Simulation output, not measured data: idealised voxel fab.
Process module under the name voxel capacitor over wiring
Section cut is 150 nm wide and gridded with 5 nm square cells.
A cross-section is written here as square cells arranged in a grid, and it is given in bands from the top down, each band taking up one or more rows of cells.
Heads up on the band format: heights come first, top then bottom, in nm. After that it's the materials left to right, each with its width in nm. A single material flagged "edge to edge" fills the whole band edge to edge, and "empty" means there's empty space there.
Basically, 0 is our baseline, since under it the wafer straight out of the box is all one material. The bottom band has no lower end and keeps on going down, so it looks like "from 0 down".
You'd read "30->40" like this: the band's top row of cells is as wide as the first number, its bottom row is as wide as the second, and going down, every row changes width by the same amount as the row before did.
"changes: none" means the step left every cell of the cross-section as it was.
Empty spaces without an open route to the top, at least 8 cells in extent, make up the entry "Closed void listing"; each is given as width x height at distance, where the distance is measured from the left edge, and all are in nm.
Post-settings text on a step line: simulator's own remark regarding the step.
"overlay nm" answers the question of how far to the right of plan the mask lay on a step that has a mask, and when it is negative the answer is to the left.
Process steps foreseen in the plan:
1,RECEIVE: material Si
2,CONFORMAL_DEP: material SiO2, thk nm 15
3,CONFORMAL_DEP: material SiCN, thk nm 5
4,DIRECTIONAL_DEP: material lowk, thk nm 20
5,DIRECTIONAL_DEP: material aC, thk nm 15
6,PATTERN: tone open, mask id METAL_1, material resist, width nm 20, pitch nm 90, thk nm 35, overlay nm 0
7,DIRECTIONAL_ETCH: etch materials aC, depth nm 15
8,STRIP: etch materials resist
9,DIRECTIONAL_ETCH: etch materials lowk, depth nm 20
10,DIRECTIONAL_ETCH: etch materials SiCN, depth nm 5
11,STRIP: etch materials aC
12,CONFORMAL_DEP: material TiN, thk nm 5
13,FILL_DEP: material Cu, thk nm 10
14,CMP: height nm 40
15,CONFORMAL_DEP: material SiCN, thk nm 5
16,DIRECTIONAL_DEP: material SiO2, thk nm 10
17,DIRECTIONAL_DEP: material aC, thk nm 10
18,PATTERN: tone open, mask id PLUG_1, material resist, width nm 15, thk nm 25, overlay nm 0
19,DIRECTIONAL_ETCH: etch materials aC, depth nm 10
20,STRIP: etch materials resist
21,DIRECTIONAL_ETCH: etch materials SiO2, depth nm 10
22,DIRECTIONAL_ETCH: etch materials SiCN, depth nm 5
23,STRIP: etch materials aC
24,EPI: material Ru, thk nm 10
25,EPI: material Ru, thk nm 5
26,DIRECTIONAL_DEP: material TiN, thk nm 10
27,DIRECTIONAL_DEP: material SiN, thk nm 5
28,DIRECTIONAL_DEP: material TiN, thk nm 10
29,MASKED_ETCH: tone cover, mask id UPPER_PLATE, width nm 75, etch materials TiN, depth nm 10, overlay nm 0
30,MASKED_ETCH: tone cover, mask id UPPER_PLATE, width nm 75, etch materials SiN, depth nm 5, overlay nm 0
31,MASKED_ETCH: tone cover, mask id LOWER_PLATE, width nm 85, etch materials TiN, depth nm 10, overlay nm 0
32,FILL_DEP: material SiO2, thk nm 15
33,CMP: height nm 90
34,MASKED_ETCH: tone open, mask id PLUG_2, width nm 15, etch materials SiO2, depth nm 5, overlay nm 0
35,CONFORMAL_DEP: material TiN, thk nm 5
36,FILL_DEP: material Cu, thk nm 10
37,CMP: height nm 90
38,CONFORMAL_DEP: material SiCN, thk nm 5
Keep in mind the plan's value for the depth nm of step 34 comes from the first wafer; the wafers don't share that setting, but they do share the same starting point.
As-received state after step 1, first of several wafers, cross-section:
> from 0 down = Si edge to edge
> Closed void listing: none
Row per wafer, end-of-module: cell gain (+)/loss (-) by material since the wafer came in, then closed voids:
depth nm 5, +16 Cu, +9 Ru, +79 SiCN, +15 SiN, +272 SiO2, +91 TiN, +88 lowk, Closed void listing: none
depth nm 10, +17 Cu, +9 Ru, +79 SiCN, +15 SiN, +269 SiO2, +93 TiN, +88 lowk, Closed void listing: none
depth nm 15, +17 Cu, +9 Ru, +79 SiCN, +15 SiN, +269 SiO2, +93 TiN, +88 lowk, Closed void listing: none
depth nm 20, +17 Cu, +9 Ru, +79 SiCN, +15 SiN, +269 SiO2, +93 TiN, +88 lowk, Closed void listing: none
depth nm 25, +17 Cu, +9 Ru, +79 SiCN, +15 SiN, +269 SiO2, +93 TiN, +88 lowk, Closed void listing: none
